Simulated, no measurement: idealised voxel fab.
Proc. module: voxel transistor to metal
We display cut, a cross-section 165 nm in width whose square cells are each 5 nm.
This document writes a cross-section as a grid whose cells are square, and gives it as bands, listed from the top down; one or more rows of cells form a band. The entry gives the band's vertical extent as a top height and a bottom height in nm, then its horizontal make-up as materials from left to right, each with a width in nm. "empty" stands for empty space; a single material marked "full width" fills the band edge to edge. Heights are measured from 0, the level below which the as-received wafer is all one material; the lowest band has no bottom and continues downward, written as in "0 and below". A two-number width, for instance "30->40", indicates that the width is equal to the first number in the top row of the band and to the second number in the bottom row, and that it changes by a constant amount per row of cells. Take "stayed the same" at face value: in the step it is given for, the cross-section changed in none of its cells. The label "Listed closed voids" introduces a list of the empty spaces, 8 cells or larger, that have no open way up to the top; each entry in it reads width x height at distance, where the distance is taken from the left edge and all three are stated in nm. That trailing text on a step's line, after the settings, is the simulator's own remark on the step. overlay nm: mask right of planned place by this much (step with mask). Neg. = left.

**Process steps (planned)**
| 1 | RECEIVE (material Si) |
| 2 | OXIDIZE (depth nm 5) |
| 3 | CONFORMAL_DEP (material SiN; thk nm 15) |
| 4 | DIRECTIONAL_DEP (material aC; thk nm 10) |
| 5 | PATTERN (tone cover; mask id ACTIVE; material resist; width nm 110; thk nm 25; overlay nm 0) |
| 6 | DIRECTIONAL_ETCH (etch materials aC; depth nm 10) |
| 7 | STRIP (etch materials resist) |
| 8 | DIRECTIONAL_ETCH (etch materials SiN; depth nm 15) |
| 9 | DIRECTIONAL_ETCH (etch materials SiO2; depth nm 5) |
| 10 | DIRECTIONAL_ETCH (etch materials Si; depth nm 25) |
| 11 | STRIP (etch materials aC) |
| 12 | FILL_DEP (material SiO2; thk nm 5) |
| 13 | CMP (height nm 15) |
| 14 | SELECTIVE_ETCH (etch materials SiO2; depth nm 10) |
| 15 | STRIP (etch materials SiN) |
| 16 | SELECTIVE_ETCH (etch materials SiO2; depth nm 5) |
| 17 | OXIDIZE (depth nm 5) |
| 18 | DIRECTIONAL_DEP (material polySi; thk nm 30) |
| 19 | DIRECTIONAL_DEP (material SiCN; thk nm 15) |
| 20 | MASKED_ETCH (tone cover; mask id GATE; width nm 20; etch materials SiCN; depth nm 25; overlay nm 0) |
| 21 | MASKED_ETCH (tone cover; mask id GATE; width nm 20; etch materials polySi; depth nm 40; overlay nm 0) |
| 22 | CONFORMAL_DEP (material SiO2; thk nm 5) |
| 23 | DIRECTIONAL_ETCH (etch materials SiO2; depth nm 5) |
| 24 | CONFORMAL_DEP (material SiN; thk nm 10) |
| 25 | DIRECTIONAL_ETCH (etch materials SiN; depth nm 10) |
| 26 | DIRECTIONAL_ETCH (etch materials SiO2; depth nm 5) |
| 27 | EPI (material pSi; thk nm 5) |
| 28 | FILL_DEP (material SiO2; thk nm 5) |
| 29 | CMP (height nm 40) |
| 30 | DIRECTIONAL_DEP (material SiO2; thk nm 15) |
| 31 | PATTERN (tone open; mask id CONTACT; material resist; width nm 20; pitch nm 80; thk nm 20; overlay nm 0) |
| 32 | DIRECTIONAL_ETCH (etch materials SiO2; depth nm 60) |
| 33 | STRIP (etch materials resist) |
| 34 | CONFORMAL_DEP (material TiN; thk nm 5) |
| 35 | FILL_DEP (material Ru; thk nm 5) |
| 36 | CMP (height nm 55) |
| 37 | DIRECTIONAL_DEP (material TiN; thk nm 5) |
| 38 | DIRECTIONAL_DEP (material W; thk nm 15) |
| 39 | PATTERN (tone cover; mask id METAL_1; material resist; width nm 20; pitch nm 80; thk nm 20; overlay nm 0) |
| 40 | DIRECTIONAL_ETCH (etch materials W; depth nm 15) |
| 41 | DIRECTIONAL_ETCH (etch materials TiN; depth nm 5) |
| 42 | STRIP (etch materials resist) |
| 43 | FILL_DEP (material SiO2; thk nm 10) |
| 44 | CMP (height nm 75) |
| 45 | CONFORMAL_DEP (material SiCN; thk nm 5) |
| 46 | DIRECTIONAL_DEP (material lowk; thk nm 30) |
| 47 | PATTERN (tone open; mask id METAL_2_HOLES; material resist; width nm 15; pitch nm 80; thk nm 15; overlay nm 0) |
| 48 | DIRECTIONAL_ETCH (etch materials lowk; depth nm 30) |
| 49 | STRIP (etch materials resist) |
| 50 | DIRECTIONAL_DEP (material aC; thk nm 10) |
| 51 | PATTERN (tone open; mask id METAL_2; material resist; width nm 20; pitch nm 80; thk nm 30; overlay nm 0) |
| 52 | DIRECTIONAL_ETCH (etch materials aC; depth nm 10) |
| 53 | STRIP (etch materials resist) |
| 54 | DIRECTIONAL_ETCH (etch materials lowk; depth nm 15) |
| 55 | DIRECTIONAL_ETCH (etch materials SiCN; depth nm 5) |
| 56 | STRIP (etch materials aC) |
| 57 | CONFORMAL_DEP (material TiN; thk nm 5) |
| 58 | FILL_DEP (material Cu; thk nm 10) |
| 59 | CMP (height nm 110) |
| 60 | CONFORMAL_DEP (material SiN; thk nm 5) |

**Delivered wafer in cross-section: state after step 1**
- 0 and below = Si full width
- Listed closed voids: none

**Cross-sectional image of the first of two wafers at the end of the module, the run having proceeded as planned**
- 115 down to 110 = SiN full width
- 110 down to 100 = lowk 30 | TiN 5 | Cu 10 | TiN 5 | lowk 60 | TiN 5 | Cu 10 | TiN 5 | lowk 35
- 100 down to 95 = lowk 30 | TiN 5 | Cu 5 | TiN 10 | lowk 60 | TiN 5 | Cu 5 | TiN 10 | lowk 35
- 95 down to 80 = lowk 30 | TiN 5 | Cu 5 | TiN 5 | lowk 65 | TiN 5 | Cu 5 | TiN 5 | lowk 40
- 80 down to 75 = SiCN 30 | TiN 15 | SiCN 65 | TiN 15 | SiCN 40
- 75 down to 60 = SiO2 30 | W 20 | SiO2 60 | W 20 | SiO2 35
- 60 down to 55 = SiO2 30 | TiN 20 | SiO2 60 | TiN 20 | SiO2 35
- 55 down to 40 = SiO2 30 | TiN 5 | Ru 10 | TiN 5 | SiO2 60 | TiN 5 | Ru 10 | TiN 5 | SiO2 35
- 40 down to 25 = SiO2 30 | TiN 5 | Ru 10 | TiN 5 | SiO2 5 | SiN 10 | SiO2 5 | SiCN 20 | SiO2 5 | SiN 10 | SiO2 5 | TiN 5 | Ru 10 | TiN 5 | SiO2 35
- 25 down to 5 = SiO2 30 | TiN 5 | Ru 10 | TiN 5 | SiO2 5 | SiN 10 | SiO2 5 | polySi 20 | SiO2 5 | SiN 10 | SiO2 5 | TiN 5 | Ru 10 | TiN 5 | SiO2 35
- 5 down to 0 = SiO2 30 | TiN 10 | Ru 5 | TiN 5 | SiO2 5 | SiN 10 | SiO2 5 | polySi 20 | SiO2 5 | SiN 10 | SiO2 5 | TiN 5 | Ru 5 | TiN 10 | SiO2 35
- 0 down to -5 = SiO2 25 | SiN 10 | TiN 15 | SiO2 5 | SiN 10 | SiO2 5 | polySi 20 | SiO2 5 | SiN 10 | SiO2 5 | TiN 15 | SiN 10 | SiO2 30
- -5 down to -10 = SiO2 35 | pSi 20 | SiO2 50 | pSi 20 | SiO2 40
- -10 down to -30 = SiO2 25 | Si 110 | SiO2 30
- -30 and below = Si full width
- Listed closed voids: none

**Wafer two, end of module, cross-section. Same start, same plan as wafer one. One mistake in the run**
- 115 down to 110 = SiN full width
- 110 down to 100 = lowk 30 | TiN 5 | Cu 10 | TiN 5 | lowk 60 | TiN 5 | Cu 10 | TiN 5 | lowk 35
- 100 down to 95 = lowk 30 | TiN 5 | Cu 5 | TiN 10 | lowk 60 | TiN 5 | Cu 5 | TiN 10 | lowk 35
- 95 down to 80 = lowk 30 | TiN 5 | Cu 5 | TiN 5 | lowk 65 | TiN 5 | Cu 5 | TiN 5 | lowk 40
- 80 down to 75 = SiCN 30 | TiN 15 | SiCN 65 | TiN 15 | SiCN 40
- 75 down to 60 = SiO2 30 | W 20 | SiO2 60 | W 20 | SiO2 35
- 60 down to 55 = SiO2 30 | TiN 20 | SiO2 60 | TiN 20 | SiO2 35
- 55 down to 40 = SiO2 30 | TiN 5 | Ru 10 | TiN 5 | SiO2 60 | TiN 5 | Ru 10 | TiN 5 | SiO2 35
- 40 down to 25 = SiO2 30 | TiN 5 | Ru 10 | TiN 5 | SiO2 5 | SiN 10 | SiO2 5 | SiCN 20 | SiO2 5 | SiN 10 | SiO2 5 | TiN 5 | Ru 10 | TiN 5 | SiO2 35
- 25 down to 5 = SiO2 30 | TiN 5 | Ru 10 | TiN 5 | SiO2 5 | SiN 10 | SiO2 5 | polySi 20 | SiO2 5 | SiN 10 | SiO2 5 | TiN 5 | Ru 10 | TiN 5 | SiO2 35
- 5 down to 0 = SiO2 30 | TiN 10 | Ru 5 | TiN 5 | SiO2 5 | SiN 10 | SiO2 5 | polySi 20 | SiO2 5 | SiN 10 | SiO2 5 | TiN 5 | Ru 10 | TiN 5 | SiO2 35
- 0 down to -5 = SiO2 25 | SiN 10 | TiN 15 | SiO2 5 | SiN 10 | SiO2 5 | polySi 20 | SiO2 5 | SiN 10 | SiO2 5 | TiN 20 | SiN 10 | SiO2 25
- -5 down to -10 = SiO2 35 | pSi 20 | SiO2 50 | pSi 25 | SiO2 35
- -10 down to -30 = SiO2 25 | Si 115 | SiO2 25
- -30 and below = Si full width
- Listed closed voids: none
Run error: planned and actual differ for step 5; actual: PATTERN (tone cover; mask id ACTIVE; material resist; width nm 115; thk nm 25; overlay nm 0)
In the final state, the cell counts of the second wafer exceed or fall short of those of the first for the following materials: Ru +1; Si +4; SiO2 -6; pSi +1
